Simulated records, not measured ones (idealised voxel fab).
The document below concerns the process module designated voxel lift off.
Cross-section cut: width 275 nm, square cells of 5 nm.
A cross-section in this document is a grid of square cells, and it is written down as bands, the top band listed before the ones below it; a band is made up of one or more rows of cells.
Look at the band entry: it leads with the top's height and the bottom's height in nm. Then it lists the materials left to right, with a width in nm for each. The word "full width" on a single material says that material fills the band edge to edge. The word "air" is empty space.
Beneath 0, the wafer as received is one material, and that level is where height counting begins. The lowest band goes on downward without a bottom; it is written like "z 0 and below".
A width given as "30->40" starts at the first number in the band's top row and ends at the second number in its bottom row, shifting by an equal amount at every step from row to row.
"remained the same" after a step means that no cell of the cross-section changed.
"Enclosed voids" means: voids of 8 cells or more that are shut off from the top with no open way through. Written width x height at distance, distance from the left edge, in nm.
Whatever follows a step's settings on its line is a remark the simulator itself makes about that step.
The setting "overlay nm" may be written on the line of a step. When the step uses a mask, the value reports how far to the right of the planned place the mask lay, and a negative value reports that it lay to the left.

Planned process steps:
| 1 | RECEIVE: material Si |
| 2 | CONFORMAL_DEP: material SiO2, thk nm 15 |
| 3 | PATTERN: tone open, mask id LINES, material resist, width nm 20, pitch nm 60, thk nm 20, overlay nm 0 |
| 4 | DIRECTIONAL_DEP: material Ru, thk nm 5 |
| 5 | STRIP: etch materials resist |
| 6 | CONFORMAL_DEP: material SiCN, thk nm 5 |
What sets these wafers apart? The width nm at step 3. They all start alike, and the plan carries the first wafer's value.

Cross-section of the first of several wafers as received (after step 1):
* z 0 and below: Si full width
* Enclosed voids: none

Below, a row for every wafer. Read it as the end-of-module picture: for each material the wafer shows its cells gained (+) or lost (-) since it was received, and then its closed voids:
width nm 20; +8 Ru; +59 SiCN; +165 SiO2; Enclosed voids: none
width nm 25; +10 Ru; +59 SiCN; +165 SiO2; Enclosed voids: none
width nm 30; +12 Ru; +59 SiCN; +165 SiO2; Enclosed voids: none
width nm 35; +14 Ru; +59 SiCN; +165 SiO2; Enclosed voids: none
width nm 40; +16 Ru; +59 SiCN; +165 SiO2; Enclosed voids: none
width nm 45; +18 Ru; +59 SiCN; +165 SiO2; Enclosed voids: none
